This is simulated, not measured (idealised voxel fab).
process module | voxel air gaps
cross-section cut | 285 nm wide | cells 5 nm
A cross-section is a grid of square cells, given in bands from the top down. A band is one or more rows of cells.
Each band's line starts with the height of the band's top and of its bottom, in nm. Then come its materials from left to right, each with its width in nm. One material with "throughout" fills the band from edge to edge. "air" is empty space.
Height 0 is the level under which the wafer as received is all one material. The lowest band goes on downwards, as in "0 down".
A width such as "30 to 40" changes by the same amount from each row of cells to the next, from the band's top row to its bottom row.
"no change" after a step means that no cell of the cross-section changed.
closed voids: empty space of 8 cells or more with no open way to the top, each as width x height at its distance from the left edge, in nm
after a step's settings: what the simulator itself notes on the step
overlay nm, on a step with a mask: how far to the right of its planned place the mask lay; to the left if negative
plan
1 op RECEIVE | material Si
2 op CONFORMAL_DEP | material SiO2 | thk nm 15
3 op CONFORMAL_DEP | material SiN | thk nm 5
4 op DIRECTIONAL_DEP | material SiO2 | thk nm 35
5 op PATTERN | tone open | mask id LINES | material resist | width nm 25 | pitch nm 50 | thk nm 20 | overlay nm 0
6 op DIRECTIONAL_ETCH | etch materials SiO2 | depth nm 35
7 op STRIP | etch materials resist
8 op CONFORMAL_DEP | material TiN | thk nm 5
9 op FILL_DEP | material W | thk nm 5
10 op CMP | height nm 55
11 op EPI | material Ru | thk nm 10
12 op SELECTIVE_ETCH | etch materials SiO2 | depth nm 45
13 op CONFORMAL_DEP | material SiCN | thk nm 5
as received, after step 1
  0 down: Si throughout
  closed voids: none
a wafer at the end: this start, this plan, one mistake
  70 to 65: air 65 | SiCN 155 | air 65
  65 to 55: air 65 | SiCN 5 | Ru 45 | SiCN 5 | Ru 45 | SiCN 5 | Ru 45 | SiCN 5 | air 65
  55 to 50: air 65 | SiCN 15 | TiN 5 | W 15 | TiN 5 | SiCN 25 | TiN 5 | W 15 | TiN 5 | SiCN 25 | TiN 5 | W 15 | TiN 5 | SiCN 15 | air 65
  50 to 25: air 75 | SiCN 5 | TiN 5 | W 15 | TiN 5 | SiCN 5 | air 15 | SiCN 5 | TiN 5 | W 15 | TiN 5 | SiCN 5 | air 15 | SiCN 5 | TiN 5 | W 15 | TiN 5 | SiCN 5 | air 75
  25 to 20: SiCN 80 | TiN 25 | SiCN 25 | TiN 25 | SiCN 25 | TiN 25 | SiCN 80
  20 to 15: TiN throughout
  15 to 0: SiO2 throughout
  0 down: Si throughout
  closed voids: 15 x 25 at 110; 15 x 25 at 160
what went wrong: step 3 ran as: op CONFORMAL_DEP | material TiN | thk nm 5
